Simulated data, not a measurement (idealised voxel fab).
Herein follows the process module entitled voxel self aligned vias.
300 nm wide, 5 nm square cells: that's cross-section cut.
A cross-section is a grid of square cells, given in bands from the top down. A band is one or more rows of cells.
Heads up on the band format: heights come first, top then bottom, in nm. After that it's the materials left to right, each with its width in nm. A single material flagged "all across" fills the whole band edge to edge, and "empty" means there's empty space there.
Basically, 0 is our baseline, since under it the wafer straight out of the box is all one material. The bottom band has no lower end and keeps on going down, so it looks like "top 0, no bottom".
Note: "30 to 40" means the width goes from the first number (top row of the band) to the second number (bottom row) in equal steps per row of cells.
No cell of the cross-section changed in a step that is given as "no modification".
Entry "Sealed void listing". Content: empty spaces with no open connection to the top, size 8 cells or greater. Each: width x height at distance. Distance: from left edge. Unit: nm.
Past the settings on a step's line: simulator remark, on that step.
overlay nm: right-of-plan distance of the mask on a masked step; negative values mean left-of-plan.
Process steps - plan:
1: op RECEIVE | material Si
2: op CONFORMAL_DEP | material SiO2 | thk nm 15
3: op CONFORMAL_DEP | material SiCN | thk nm 5
4: op DIRECTIONAL_DEP | material lowk | thk nm 30
5: op MASKED_ETCH | tone open | mask id LINES | width nm 20 | pitch nm 65 | etch materials lowk | depth nm 30 | overlay nm 0
6: op CONFORMAL_DEP | material TiN | thk nm 5
7: op FILL_DEP | material W | thk nm 10
8: op CMP | height nm 50
9: op SELECTIVE_ETCH | etch materials W Ru TiN | depth nm 5
10: op FILL_DEP | material SiN | thk nm 10
11: op CMP | height nm 50
12: op DIRECTIONAL_DEP | material lowk | thk nm 15
13: op PATTERN | tone open | mask id VIAS | material resist | width nm 40 | pitch nm 65 | thk nm 15 | overlay nm 0
14: op DIRECTIONAL_ETCH | etch materials lowk | depth nm 15
15: op DIRECTIONAL_ETCH | etch materials SiN | depth nm 5
16: op STRIP | etch materials resist
17: op CONFORMAL_DEP | material TiN | thk nm 5
18: op FILL_DEP | material Cu | thk nm 10
19: op CMP | height nm 65
20: op CONFORMAL_DEP | material SiN | thk nm 5
Cross-section of the wafer upon arrival, representing the state reached after step 1:
	top 0, no bottom = Si all across
	Sealed void listing: none
The plan above was carried out on the starting structure above with one mistake, and this cross-section shows the wafer at the end of the module:
	top 70, bottom 65 = SiN all across
	top 65, bottom 55 = lowk 70 / TiN 5 / Cu 30 / TiN 5 / lowk 25 / TiN 5 / Cu 30 / TiN 5 / lowk 25 / TiN 5 / Cu 30 / TiN 5 / lowk 60
	top 55, bottom 50 = lowk 70 / TiN 10 / Cu 10 / TiN 20 / lowk 25 / TiN 10 / Cu 10 / TiN 20 / lowk 25 / TiN 10 / Cu 10 / TiN 20 / lowk 60
	top 50, bottom 45 = lowk 75 / TiN 20 / lowk 45 / TiN 20 / lowk 45 / TiN 20 / lowk 75
	top 45, bottom 25 = lowk 75 / TiN 5 / W 10 / TiN 5 / lowk 45 / TiN 5 / W 10 / TiN 5 / lowk 45 / TiN 5 / W 10 / TiN 5 / lowk 75
	top 25, bottom 20 = lowk 75 / TiN 20 / lowk 45 / TiN 20 / lowk 45 / TiN 20 / lowk 75
	top 20, bottom 15 = SiCN all across
	top 15, bottom 0 = SiO2 all across
	top 0, no bottom = Si all across
	Sealed void listing: none
Plan not followed: rather than as planned, step 13 actually ran as op PATTERN | tone open | mask id VIAS | material resist | width nm 40 | pitch nm 65 | thk nm 15 | overlay nm 5
